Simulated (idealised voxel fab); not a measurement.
process module | voxel self aligned contacts
cross-section cut | 170 nm wide | cells 5 nm
A cross-section is a grid of square cells, given in bands from the top down. A band is one or more rows of cells.
Each band's line starts with the height of the band's top and of its bottom, in nm. Then come its materials from left to right, each with its width in nm. One material with "throughout" fills the band from edge to edge. "air" is empty space.
Height 0 is the level under which the wafer as received is all one material. The lowest band goes on downwards, as in "0 down".
A width such as "30 to 40" changes by the same amount from each row of cells to the next, from the band's top row to its bottom row.
"no change" after a step means that no cell of the cross-section changed.
closed voids: empty space of 8 cells or more with no open way to the top, each as width x height at its distance from the left edge, in nm
after a step's settings: what the simulator itself notes on the step
overlay nm, on a step with a mask: how far to the right of its planned place the mask lay; to the left if negative
plan
1 op RECEIVE | material Si
2 op OXIDIZE | depth nm 5
3 op DIRECTIONAL_DEP | material polySi | thk nm 25
4 op DIRECTIONAL_DEP | material SiN | thk nm 20
5 op DIRECTIONAL_DEP | material aC | thk nm 10
6 op PATTERN | tone cover | mask id GATE | material resist | width nm 30 | pitch nm 65 | thk nm 30 | overlay nm 0
7 op DIRECTIONAL_ETCH | etch materials aC | depth nm 10
8 op STRIP | etch materials resist
9 op DIRECTIONAL_ETCH | etch materials SiN | depth nm 20
10 op DIRECTIONAL_ETCH | etch materials polySi | depth nm 25
11 op STRIP | etch materials aC
12 op CONFORMAL_DEP | material SiN | thk nm 10
13 op DIRECTIONAL_ETCH | etch materials SiN | depth nm 10
14 op FILL_DEP | material SiO2 | thk nm 20
15 op CMP | height nm 55
16 op DIRECTIONAL_DEP | material aC | thk nm 10
17 op PATTERN | tone open | mask id CONTACT | material resist | width nm 35 | thk nm 25 | overlay nm 0
18 op DIRECTIONAL_ETCH | etch materials aC | depth nm 10
19 op STRIP | etch materials resist
20 op DIRECTIONAL_ETCH | etch materials SiO2 | depth nm 60
21 op STRIP | etch materials aC
22 op CONFORMAL_DEP | material TiN | thk nm 5
23 op FILL_DEP | material Ru | thk nm 10
24 op CMP | height nm 55
25 op CONFORMAL_DEP | material SiCN | thk nm 5
varied across the wafers: width nm of step 17. The plan shows the first wafer's value. All wafers start alike
first wafer as received, after step 1
  0 down: Si throughout
  closed voids: none
each wafer at the end: cells of each material gained (+) or lost (-) since it was received, then its closed voids
width nm 35 | +15 Ru | -34 Si | +34 SiCN | +120 SiN | +184 SiO2 | +29 TiN | +60 polySi | closed voids: none
width nm 40 | +16 Ru | -34 Si | +34 SiCN | +120 SiN | +182 SiO2 | +30 TiN | +60 polySi | closed voids: none
width nm 45 | +17 Ru | -34 Si | +34 SiCN | +120 SiN | +180 SiO2 | +31 TiN | +60 polySi | closed voids: none
width nm 50 | +18 Ru | -34 Si | +34 SiCN | +120 SiN | +178 SiO2 | +32 TiN | +60 polySi | closed voids: none
width nm 55 | +19 Ru | -34 Si | +34 SiCN | +120 SiN | +176 SiO2 | +33 TiN | +60 polySi | closed voids: none
width nm 60 | +20 Ru | -34 Si | +34 SiCN | +120 SiN | +174 SiO2 | +34 TiN | +60 polySi | closed voids: none
